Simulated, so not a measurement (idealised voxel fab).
Module name: voxel self aligned vias (process module)
In the cross-section labelled cut, the width is 215 nm and each square cell is 5 nm.
Think of the cross-section as a grid of square cells. We describe it in bands, top to bottom, and each band covers one or more rows of those cells.
A band entry consists of two parts. The first gives the height of the band's top and the height of its bottom, in nm. The rest lists the band's materials from left to right, each with its width in nm. A single material labelled with the word "everywhere" fills the band from edge to edge, and the word "blank" marks empty space.
Heads up on the height convention: 0 is the point under which the incoming wafer is all one material, and the lowest band has no bottom, it just keeps going down, like "0..down".
A width given as "30..40" starts at the first number in the band's top row and ends at the second number in its bottom row, shifting by an equal amount at every step from row to row.
Step note "remains unaltered" = no cross-section cell changed.
Voids not open to the top, 8 cells minimum: see "Enclosed cavities". Written width x height at distance; distance is from the left edge; nm.
What comes after the settings on a step's line is commentary from the simulator itself on that step.
The optional step-line setting "overlay nm" applies to steps with a mask and quantifies how far to the right of its planned location the mask lay, a negative value indicating leftward placement.
Below is the list of planned process steps
1: RECEIVE,material Si
2: CONFORMAL_DEP,material SiO2,thk nm 10
3: CONFORMAL_DEP,material SiCN,thk nm 5
4: DIRECTIONAL_DEP,material SiO2,thk nm 20
5: MASKED_ETCH,tone open,mask id LINES,width nm 20,pitch nm 45,etch materials SiO2,depth nm 20,overlay nm 0
6: CONFORMAL_DEP,material TiN,thk nm 5
7: FILL_DEP,material Ru,thk nm 10
8: CMP,height nm 35
9: SELECTIVE_ETCH,etch materials W Ru TiN,depth nm 5
10: FILL_DEP,material SiN,thk nm 5
11: CMP,height nm 35
12: DIRECTIONAL_DEP,material SiO2,thk nm 15
13: DIRECTIONAL_DEP,material aC,thk nm 15
14: PATTERN,tone open,mask id VIAS,material resist,width nm 30,thk nm 35,overlay nm 0
15: DIRECTIONAL_ETCH,etch materials aC,depth nm 15
16: STRIP,etch materials resist
17: DIRECTIONAL_ETCH,etch materials SiO2,depth nm 15
18: DIRECTIONAL_ETCH,etch materials SiN,depth nm 5
19: STRIP,etch materials aC
20: CONFORMAL_DEP,material TiN,thk nm 5
21: FILL_DEP,material W,thk nm 10
22: CMP,height nm 50
23: CONFORMAL_DEP,material SiN,thk nm 5
Cross-section: wafer on arrival = after step 1
- 0..down | Si everywhere
- Enclosed cavities: none
Cross-section: first of two wafers, module finished, run according to plan
- 55..50 | SiN everywhere
- 50..40 | 70 of SiO2, then 5 of TiN, then 20 of W, then 5 of TiN, then 115 of SiO2
- 40..35 | 70 of SiO2, then 10 of TiN, then 10 of W, then 10 of TiN, then 115 of SiO2
- 35..30 | 75 of SiO2, then 20 of TiN, then 25 of SiO2, then 20 of SiN, then 75 of SiO2
- 30..20 | 75 of SiO2, then 5 of TiN, then 10 of Ru, then 5 of TiN, then 25 of SiO2, then 5 of TiN, then 10 of Ru, then 5 of TiN, then 75 of SiO2
- 20..15 | 75 of SiO2, then 20 of TiN, then 25 of SiO2, then 20 of TiN, then 75 of SiO2
- 15..10 | SiCN everywhere
- 10..0 | SiO2 everywhere
- 0..down | Si everywhere
- Enclosed cavities: none
Here is the second of the two wafers cut open at the end of the module - same start, same plan as the first one, but we made one mistake running it
- 55..50 | SiN everywhere
- 50..35 | 70 of SiO2, then 5 of TiN, then 20 of W, then 5 of TiN, then 115 of SiO2
- 35..30 | 70 of SiN, then 30 of TiN, then 115 of SiN
- 30..15 | 75 of SiO2, then 5 of TiN, then 10 of Ru, then 5 of TiN, then 25 of SiO2, then 5 of TiN, then 10 of Ru, then 5 of TiN, then 75 of SiO2
- 15..10 | 75 of SiO2, then 20 of TiN, then 25 of SiO2, then 20 of TiN, then 75 of SiO2
- 10..0 | SiO2 everywhere
- 0..down | Si everywhere
- Enclosed cavities: none
Run error: step 3 of the plan was bypassed and not carried out
End of process, cell counts, second wafer against first, materials with more or fewer: 4 more of Ru, 43 fewer of SiCN, 33 more of SiN, 4 more of TiN, 2 more of W
